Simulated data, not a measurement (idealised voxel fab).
The document below concerns the process module designated voxel capacitor over wiring.
Each square cell in cross-section cut measures 5 nm, and the section as a whole is 280 nm wide.
Throughout this document, each cross-section is represented as a grid of square cells and is presented as a sequence of bands enumerated from the top downward, where a band comprises one or more rows of cells.
Band entry format. Leading values: height of top, height of bottom, nm. Remainder: materials in left-to-right order, each with its width in nm. Special words: "throughout" on a single material, which then fills the band edge to edge; "empty", empty space.
Heights are expressed relative to 0, this being the level below which the as-received wafer comprises one material exclusively. The lowest band is unbounded in the downward direction and is denoted as in "z 0 and below".
Quick explanation for "30..40": the width changes in equal steps down the rows of cells, from the first number in the band's top row to the second number in its bottom row.
It should be understood that the words "everything unchanged", when stated for a given step, signify that the cross-section underwent no change in any of its cells during that step.
"Sealed void list" lists enclosed empty spaces (at least 8 cells, no open path upward to the top), each as width x height at distance from the left edge, in nm.
Formally, on a step line, whatever follows the settings is a remark that the simulator itself makes on the step.
overlay nm: on a step with a mask, how far right of its planned place the mask lay; negative means left.

## Process steps foreseen in the plan
1 RECEIVE (material Si)
2 CONFORMAL_DEP (material SiO2; thk nm 10)
3 CONFORMAL_DEP (material SiN; thk nm 5)
4 DIRECTIONAL_DEP (material lowk; thk nm 20)
5 DIRECTIONAL_DEP (material aC; thk nm 10)
6 PATTERN (tone open; mask id METAL_1; material resist; width nm 30; pitch nm 80; thk nm 25; overlay nm 0)
7 DIRECTIONAL_ETCH (etch materials aC; depth nm 10)
8 STRIP (etch materials resist)
9 DIRECTIONAL_ETCH (etch materials lowk; depth nm 20)
10 DIRECTIONAL_ETCH (etch materials SiN; depth nm 5)
11 STRIP (etch materials aC)
12 CONFORMAL_DEP (material TiN; thk nm 5)
13 FILL_DEP (material Ru; thk nm 10)
14 CMP (height nm 35)
15 EPI (material Ru; thk nm 5)
16 FILL_DEP (material SiCN; thk nm 5)
17 DIRECTIONAL_DEP (material SiO2; thk nm 20)
18 PATTERN (tone open; mask id PLUG_1; material resist; width nm 15; thk nm 15; overlay nm 0)
19 DIRECTIONAL_ETCH (etch materials SiO2; depth nm 20)
20 DIRECTIONAL_ETCH (etch materials SiCN; depth nm 5)
21 STRIP (etch materials resist)
22 EPI (material Ru; thk nm 10)
23 EPI (material Ru; thk nm 10)
24 EPI (material Ru; thk nm 5)
25 DIRECTIONAL_DEP (material TiN; thk nm 5)
26 DIRECTIONAL_DEP (material Al2O3; thk nm 5)
27 DIRECTIONAL_DEP (material TiN; thk nm 5)
28 MASKED_ETCH (tone cover; mask id UPPER_PLATE; width nm 55; etch materials TiN; depth nm 5; overlay nm 0)
29 MASKED_ETCH (tone cover; mask id UPPER_PLATE; width nm 55; etch materials Al2O3; depth nm 5; overlay nm 0)
30 PATTERN (tone cover; mask id LOWER_PLATE; material resist; width nm 65; thk nm 20; overlay nm 0)
31 DIRECTIONAL_ETCH (etch materials TiN; depth nm 5)
32 STRIP (etch materials resist)
33 FILL_DEP (material SiO2; thk nm 15)
34 CMP (height nm 90)
35 PATTERN (tone open; mask id PLUG_2; material resist; width nm 15; thk nm 20; overlay nm 0)
36 DIRECTIONAL_ETCH (etch materials SiO2; depth nm 10)
37 STRIP (etch materials resist)
38 CONFORMAL_DEP (material TiN; thk nm 5)
39 FILL_DEP (material W; thk nm 5)
40 CMP (height nm 90)
41 CONFORMAL_DEP (material SiN; thk nm 5)

## The first of two wafers, run as planned

## As-received state of the wafer in cross-section, equivalent to post-step 1
- z 0 and below: Si throughout
- Sealed void list: none

## Step 2 done - wafer cross-section
- z 10 to 0: SiO2 throughout
- Anything lower than 0 is untouched.

## Step 3 done - wafer cross-section
- z 15 to 10: SiN throughout
- Anything lower than 10 is untouched.

## Step 4 done - wafer cross-section
- z 35 to 15: lowk throughout
- Anything lower than 15 is untouched.

## Step 5 done - wafer cross-section
- z 45 to 35: aC throughout
- Anything lower than 35 is untouched.

## Step 6 done - wafer cross-section
- z 70 to 45: 85 resist / 30 empty / 50 resist / 30 empty / 85 resist
- Anything lower than 45 is untouched.

## Step 7 done - wafer cross-section
- z 60 to 45: 85 resist / 30 empty / 50 resist / 30 empty / 85 resist
- z 45 to 35: 85 aC / 30 empty / 50 aC / 30 empty / 85 aC
- Anything lower than 35 is untouched.

## Step 8 done - wafer cross-section
- z 45 to 35: 85 aC / 30 empty / 50 aC / 30 empty / 85 aC
- Anything lower than 35 is untouched.

## Step 9 done - wafer cross-section
- z 45 to 35: 85 aC / 30 empty / 50 aC / 30 empty / 85 aC
- z 35 to 15: 85 lowk / 30 empty / 50 lowk / 30 empty / 85 lowk
- Anything lower than 15 is untouched.

## Step 10 done - wafer cross-section
- z 45 to 35: 85 aC / 30 empty / 50 aC / 30 empty / 85 aC
- z 35 to 15: 85 lowk / 30 empty / 50 lowk / 30 empty / 85 lowk
- z 15 to 10: 85 SiN / 30 empty / 50 SiN / 30 empty / 85 SiN
- Anything lower than 10 is untouched.

## Step 11 done - wafer cross-section
- z 35 to 15: 85 lowk / 30 empty / 50 lowk / 30 empty / 85 lowk
- Anything lower than 15 is untouched.

## Step 12 done - wafer cross-section
- z 40 to 35: 90 TiN / 20 empty / 60 TiN / 20 empty / 90 TiN
- z 35 to 15: 85 lowk / 5 TiN / 20 empty / 5 TiN / 50 lowk / 5 TiN / 20 empty / 5 TiN / 85 lowk
- z 15 to 10: 85 SiN / 30 TiN / 50 SiN / 30 TiN / 85 SiN
- Anything lower than 10 is untouched.

## Step 13 done - wafer cross-section
- z 50 to 40: Ru throughout
- z 40 to 35: 90 TiN / 20 Ru / 60 TiN / 20 Ru / 90 TiN
- z 35 to 15: 85 lowk / 5 TiN / 20 Ru / 5 TiN / 50 lowk / 5 TiN / 20 Ru / 5 TiN / 85 lowk
- Anything lower than 15 is untouched.

## Step 14 done - wafer cross-section
- z 35 to 15: 85 lowk / 5 TiN / 20 Ru / 5 TiN / 50 lowk / 5 TiN / 20 Ru / 5 TiN / 85 lowk
- Anything lower than 15 is untouched.

## Step 15 done - wafer cross-section
- z 40 to 35: 80 empty / 40 Ru / 40 empty / 40 Ru / 80 empty
- Anything lower than 35 is untouched.

## Step 16 done - wafer cross-section
- z 45 to 40: SiCN throughout
- z 40 to 35: 80 SiCN / 40 Ru / 40 SiCN / 40 Ru / 80 SiCN
- Anything lower than 35 is untouched.

## Step 17 done - wafer cross-section
- z 65 to 45: SiO2 throughout
- Anything lower than 45 is untouched.

## Step 18 done - wafer cross-section
- z 80 to 65: 100 resist / 15 empty / 165 resist
- Anything lower than 65 is untouched.

## Step 19 done - wafer cross-section
- z 80 to 65: 100 resist / 15 empty / 165 resist
- z 65 to 45: 100 SiO2 / 15 empty / 165 SiO2
- Anything lower than 45 is untouched.

## Step 20 done - wafer cross-section
- z 80 to 65: 100 resist / 15 empty / 165 resist
- z 65 to 45: 100 SiO2 / 15 empty / 165 SiO2
- z 45 to 40: 100 SiCN / 15 empty / 165 SiCN
- Anything lower than 40 is untouched.

## Step 21 done - wafer cross-section
- z 65 to 45: 100 SiO2 / 15 empty / 165 SiO2
- Anything lower than 45 is untouched.

## Step 22 done - wafer cross-section
- z 65 to 50: 100 SiO2 / 15 empty / 165 SiO2
- z 50 to 45: 100 SiO2 / 15 Ru / 165 SiO2
- z 45 to 40: 100 SiCN / 15 Ru / 165 SiCN
- Anything lower than 40 is untouched.

## Step 23 done - wafer cross-section
- z 65 to 60: 100 SiO2 / 15 empty / 165 SiO2
- z 60 to 45: 100 SiO2 / 15 Ru / 165 SiO2
- Anything lower than 45 is untouched.

## Step 24 done - wafer cross-section
- z 65 to 45: 100 SiO2 / 15 Ru / 165 SiO2
- Anything lower than 45 is untouched.

## Step 25 done - wafer cross-section
- z 70 to 65: TiN throughout
- Anything lower than 65 is untouched.

## Step 26 done - wafer cross-section
- z 75 to 70: Al2O3 throughout
- Anything lower than 70 is untouched.

## Step 27 done - wafer cross-section
- z 80 to 75: TiN throughout
- Anything lower than 75 is untouched.

## Step 28 done - wafer cross-section
- z 80 to 75: 100 empty / 55 TiN / 125 empty
- Anything lower than 75 is untouched.

## Step 29 done - wafer cross-section
- z 80 to 75: 100 empty / 55 TiN / 125 empty
- z 75 to 70: 100 empty / 55 Al2O3 / 125 empty
- Anything lower than 70 is untouched.

## Step 30 done - wafer cross-section
- z 100 to 80: 95 empty / 65 resist / 120 empty
- z 80 to 75: 95 empty / 5 resist / 55 TiN / 5 resist / 120 empty
- z 75 to 70: 95 empty / 5 resist / 55 Al2O3 / 5 resist / 120 empty
- Anything lower than 70 is untouched.

## Step 31 done - wafer cross-section
- z 100 to 80: 95 empty / 65 resist / 120 empty
- z 80 to 75: 95 empty / 5 resist / 55 TiN / 5 resist / 120 empty
- z 75 to 70: 95 empty / 5 resist / 55 Al2O3 / 5 resist / 120 empty
- z 70 to 65: 95 empty / 65 TiN / 120 empty
- Anything lower than 65 is untouched.

## Step 32 done - wafer cross-section
- z 80 to 75: 100 empty / 55 TiN / 125 empty
- z 75 to 70: 100 empty / 55 Al2O3 / 125 empty
- Anything lower than 70 is untouched.

## Step 33 done - wafer cross-section
- z 95 to 80: SiO2 throughout
- z 80 to 75: 100 SiO2 / 55 TiN / 125 SiO2
- z 75 to 70: 100 SiO2 / 55 Al2O3 / 125 SiO2
- z 70 to 65: 95 SiO2 / 65 TiN / 120 SiO2
- Anything lower than 65 is untouched.

## Step 34 done - wafer cross-section
- z 90 to 80: SiO2 throughout
- Anything lower than 80 is untouched.

## Step 35 done - wafer cross-section
- z 110 to 90: 110 resist / 15 empty / 155 resist
- Anything lower than 90 is untouched.

## Step 36 done - wafer cross-section
- z 110 to 90: 110 resist / 15 empty / 155 resist
- z 90 to 80: 110 SiO2 / 15 empty / 155 SiO2
- Anything lower than 80 is untouched.

## Step 37 done - wafer cross-section
- z 90 to 80: 110 SiO2 / 15 empty / 155 SiO2
- Anything lower than 80 is untouched.

## Step 38 done - wafer cross-section
- z 95 to 90: 115 TiN / 5 empty / 160 TiN
- z 90 to 85: 110 SiO2 / 5 TiN / 5 empty / 5 TiN / 155 SiO2
- z 85 to 75: 110..100 SiO2 / 15..55 TiN / 155..125 SiO2
- Anything lower than 75 is untouched.

## Step 39 done - wafer cross-section
- z 100 to 95: W throughout
- z 95 to 90: 115 TiN / 5 W / 160 TiN
- z 90 to 85: 110 SiO2 / 5 TiN / 5 W / 5 TiN / 155 SiO2
- Anything lower than 85 is untouched.

## Step 40 done - wafer cross-section
- z 90 to 85: 110 SiO2 / 5 TiN / 5 W / 5 TiN / 155 SiO2
- Anything lower than 85 is untouched.

## Step 41 done - wafer cross-section
- z 95 to 90: SiN throughout
- Anything lower than 90 is untouched.

## Notes, second wafer: start = first wafer's, plan = first wafer's, execution had one mistake; history identical to first through step 3

## Second wafer, cross-section, planned end of step 4
- z 25 to 15: lowk throughout
- Anything lower than 15 is untouched.

## Second wafer, cross-section, planned end of step 5
- z 35 to 25: aC throughout
- Anything lower than 25 is untouched.

## Second wafer, cross-section, planned end of step 6
- z 60 to 35: 85 resist / 30 empty / 50 resist / 30 empty / 85 resist
- Anything lower than 35 is untouched.

## Second wafer, cross-section, planned end of step 7
- z 50 to 35: 85 resist / 30 empty / 50 resist / 30 empty / 85 resist
- z 35 to 25: 85 aC / 30 empty / 50 aC / 30 empty / 85 aC
- Anything lower than 25 is untouched.

## Second wafer, cross-section, planned end of step 8
- z 35 to 25: 85 aC / 30 empty / 50 aC / 30 empty / 85 aC
- Anything lower than 25 is untouched.

## Second wafer, cross-section, planned end of step 9
- z 35 to 25: 85 aC / 30 empty / 50 aC / 30 empty / 85 aC
- z 25 to 15: 85 lowk / 30 empty / 50 lowk / 30 empty / 85 lowk
- Anything lower than 15 is untouched.

## Second wafer, cross-section, planned end of step 10
- z 35 to 25: 85 aC / 30 empty / 50 aC / 30 empty / 85 aC
- z 25 to 15: 85 lowk / 30 empty / 50 lowk / 30 empty / 85 lowk
- z 15 to 10: 85 SiN / 30 empty / 50 SiN / 30 empty / 85 SiN
- Anything lower than 10 is untouched.

## Second wafer, cross-section, planned end of step 11
- z 25 to 15: 85 lowk / 30 empty / 50 lowk / 30 empty / 85 lowk
- Anything lower than 15 is untouched.

## Second wafer, cross-section, planned end of step 12
- z 30 to 25: 90 TiN / 20 empty / 60 TiN / 20 empty / 90 TiN
- z 25 to 15: 85 lowk / 5 TiN / 20 empty / 5 TiN / 50 lowk / 5 TiN / 20 empty / 5 TiN / 85 lowk
- z 15 to 10: 85 SiN / 30 TiN / 50 SiN / 30 TiN / 85 SiN
- Anything lower than 10 is untouched.

## Second wafer, cross-section, planned end of step 13
- z 40 to 30: Ru throughout
- z 30 to 25: 90 TiN / 20 Ru / 60 TiN / 20 Ru / 90 TiN
- z 25 to 15: 85 lowk / 5 TiN / 20 Ru / 5 TiN / 50 lowk / 5 TiN / 20 Ru / 5 TiN / 85 lowk
- Anything lower than 15 is untouched.

## Second wafer, cross-section, planned end of step 14
- z 35 to 30: Ru throughout
- Anything lower than 30 is untouched.

## Second wafer, cross-section, planned end of step 15
- z 40 to 30: Ru throughout
- Anything lower than 30 is untouched.

## Second wafer, cross-section, planned end of step 16
- z 45 to 40: SiCN throughout
- Anything lower than 40 is untouched.

## Second wafer, cross-section, planned end of step 17
- z 65 to 45: SiO2 throughout
- Anything lower than 45 is untouched.

## Second wafer, cross-section, planned end of step 18
- z 80 to 65: 100 resist / 15 empty / 165 resist
- Anything lower than 65 is untouched.

## Second wafer, cross-section, planned end of step 19
- z 80 to 65: 100 resist / 15 empty / 165 resist
- z 65 to 45: 100 SiO2 / 15 empty / 165 SiO2
- Anything lower than 45 is untouched.

## Second wafer, cross-section, planned end of step 20
- z 80 to 65: 100 resist / 15 empty / 165 resist
- z 65 to 45: 100 SiO2 / 15 empty / 165 SiO2
- z 45 to 40: 100 SiCN / 15 empty / 165 SiCN
- Anything lower than 40 is untouched.

## Second wafer, cross-section, planned end of step 21
- z 65 to 45: 100 SiO2 / 15 empty / 165 SiO2
- Anything lower than 45 is untouched.

## Second wafer, cross-section, planned end of step 22
- z 65 to 50: 100 SiO2 / 15 empty / 165 SiO2
- z 50 to 45: 100 SiO2 / 15 Ru / 165 SiO2
- z 45 to 40: 100 SiCN / 15 Ru / 165 SiCN
- Anything lower than 40 is untouched.

## Second wafer, cross-section, planned end of step 23
- z 65 to 60: 100 SiO2 / 15 empty / 165 SiO2
- z 60 to 45: 100 SiO2 / 15 Ru / 165 SiO2
- Anything lower than 45 is untouched.

## Second wafer, cross-section, planned end of step 24
- z 65 to 45: 100 SiO2 / 15 Ru / 165 SiO2
- Anything lower than 45 is untouched.

## Second wafer, cross-section, planned end of step 25
- z 70 to 65: TiN throughout
- Anything lower than 65 is untouched.

## Second wafer, cross-section, planned end of step 26
- z 75 to 70: Al2O3 throughout
- Anything lower than 70 is untouched.

## Second wafer, cross-section, planned end of step 27
- z 80 to 75: TiN throughout
- Anything lower than 75 is untouched.

## Second wafer, cross-section, planned end of step 28
- z 80 to 75: 100 empty / 55 TiN / 125 empty
- Anything lower than 75 is untouched.

## Second wafer, cross-section, planned end of step 29
- z 80 to 75: 100 empty / 55 TiN / 125 empty
- z 75 to 70: 100 empty / 55 Al2O3 / 125 empty
- Anything lower than 70 is untouched.

## Second wafer, cross-section, planned end of step 30
- z 100 to 80: 95 empty / 65 resist / 120 empty
- z 80 to 75: 95 empty / 5 resist / 55 TiN / 5 resist / 120 empty
- z 75 to 70: 95 empty / 5 resist / 55 Al2O3 / 5 resist / 120 empty
- Anything lower than 70 is untouched.

## Second wafer, cross-section, planned end of step 31
- z 100 to 80: 95 empty / 65 resist / 120 empty
- z 80 to 75: 95 empty / 5 resist / 55 TiN / 5 resist / 120 empty
- z 75 to 70: 95 empty / 5 resist / 55 Al2O3 / 5 resist / 120 empty
- z 70 to 65: 95 empty / 65 TiN / 120 empty
- Anything lower than 65 is untouched.

## Second wafer, cross-section, planned end of step 32
- z 80 to 75: 100 empty / 55 TiN / 125 empty
- z 75 to 70: 100 empty / 55 Al2O3 / 125 empty
- Anything lower than 70 is untouched.

## Second wafer, cross-section, planned end of step 33
- z 95 to 80: SiO2 throughout
- z 80 to 75: 100 SiO2 / 55 TiN / 125 SiO2
- z 75 to 70: 100 SiO2 / 55 Al2O3 / 125 SiO2
- z 70 to 65: 95 SiO2 / 65 TiN / 120 SiO2
- Anything lower than 65 is untouched.

## Second wafer, cross-section, planned end of step 34
- z 90 to 80: SiO2 throughout
- Anything lower than 80 is untouched.

## Second wafer, cross-section, planned end of step 35
- z 110 to 90: 110 resist / 15 empty / 155 resist
- Anything lower than 90 is untouched.

## Second wafer, cross-section, planned end of step 36
- z 110 to 90: 110 resist / 15 empty / 155 resist
- z 90 to 80: 110 SiO2 / 15 empty / 155 SiO2
- Anything lower than 80 is untouched.

## Second wafer, cross-section, planned end of step 37
- z 90 to 80: 110 SiO2 / 15 empty / 155 SiO2
- Anything lower than 80 is untouched.

## Second wafer, cross-section, planned end of step 38
- z 95 to 90: 115 TiN / 5 empty / 160 TiN
- z 90 to 85: 110 SiO2 / 5 TiN / 5 empty / 5 TiN / 155 SiO2
- z 85 to 75: 110..100 SiO2 / 15..55 TiN / 155..125 SiO2
- Anything lower than 75 is untouched.

## Second wafer, cross-section, planned end of step 39
- z 100 to 95: W throughout
- z 95 to 90: 115 TiN / 5 W / 160 TiN
- z 90 to 85: 110 SiO2 / 5 TiN / 5 W / 5 TiN / 155 SiO2
- Anything lower than 85 is untouched.

## Second wafer, cross-section, planned end of step 40
- z 90 to 85: 110 SiO2 / 5 TiN / 5 W / 5 TiN / 155 SiO2
- Anything lower than 85 is untouched.

## Second wafer, cross-section, planned end of step 41
- z 95 to 90: SiN throughout
- Anything lower than 90 is untouched.
Which mistake was made when the wafer was run? so step 4 ended up running with a different setting than we planned, it ran as DIRECTIONAL_DEP (material lowk; thk nm 10)
Wafer comparison, final, in cells, second relative to first, materials more or fewer: 88 more of Ru | 40 fewer of SiCN | 40 more of TiN | 88 fewer of lowk
